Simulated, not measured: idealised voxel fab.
The process module presented herein is designated voxel released beams.
Square cells of 5 nm make up the cross-section cut, whose width is 245 nm.
Cross-section, as written here: a square-cell grid given band by band from the top down, where a band holds one or more rows of cells.
A band entry consists of two parts. The first gives the height of the band's top and the height of its bottom, in nm. The rest lists the band's materials from left to right, each with its width in nm. A single material labelled with the word "all across" fills the band from edge to edge, and the word "air" marks empty space.
Height datum 0, below which the as-received substrate wafer is one material. Lowest band open at the bottom, running downward: "from 0 down".
The width entry "30->40" should be interpreted row by row: the top row of cells in the band takes the first number, the bottom row takes the second number, and the change between adjacent rows is uniform throughout.
The designation "left unchanged", where it is given for a processing step, indicates that no cell of the cross-section was altered in the course of that step.
Each empty space that has no open way to the top and spans at least 8 cells appears under "Closed cavity list" as width x height at distance, the distance counted from the left edge, all in nm.
The remark found on a step's line after its settings is issued by the simulator itself and pertains to that step.
What "overlay nm" on a step's line means: if the step has a mask, that mask lay this far to the right of its planned place, or, when the value is negative, to the left.

The steps planned for the process are as follows:
1 RECEIVE with material Si
2 CONFORMAL_DEP with material Al2O3, thk nm 5
3 DIRECTIONAL_DEP with material SiO2, thk nm 10
4 PATTERN with tone open, mask id ANCHOR, material resist, width nm 25, thk nm 20, overlay nm 0
5 DIRECTIONAL_ETCH with etch materials SiO2, depth nm 10
6 STRIP with etch materials resist
7 CONFORMAL_DEP with material SiN, thk nm 10
8 MASKED_ETCH with tone cover, mask id BEAM, width nm 105, etch materials SiN, depth nm 10, overlay nm 0
9 STRIP with etch materials SiO2

as received, after step 1:
* from 0 down | Si all across
* Closed cavity list: none

Wafer cross-section at module end: first of two, run to plan:
* from 25 to 15 | air: 65, then SiN: 15, then air: 5, then SiN: 85, then air: 75
* from 15 to 5 | air: 70, then SiN: 25, then air: 150
* from 5 to 0 | Al2O3 all across
* from 0 down | Si all across
* Closed cavity list: none

Now the second wafer, cross-sectioned at the end of the module. Nothing different at the start, nothing different in the plan compared with the first, just one mistake when it was actually run:
* from 25 to 15 | air: 65, then SiN: 105, then air: 75
* from 15 to 10 | Al2O3 all across
* from 10 to 0 | SiO2 all across
* from 0 down | Si all across
* Closed cavity list: none
The mistake made against the process plan was this: step 3 occupied the plan position of step 2, and the converse holds as well
The final cell counts differ between the wafers, with the second having more or fewer of some materials than the first: 8 fewer of SiN, 98 more of SiO2
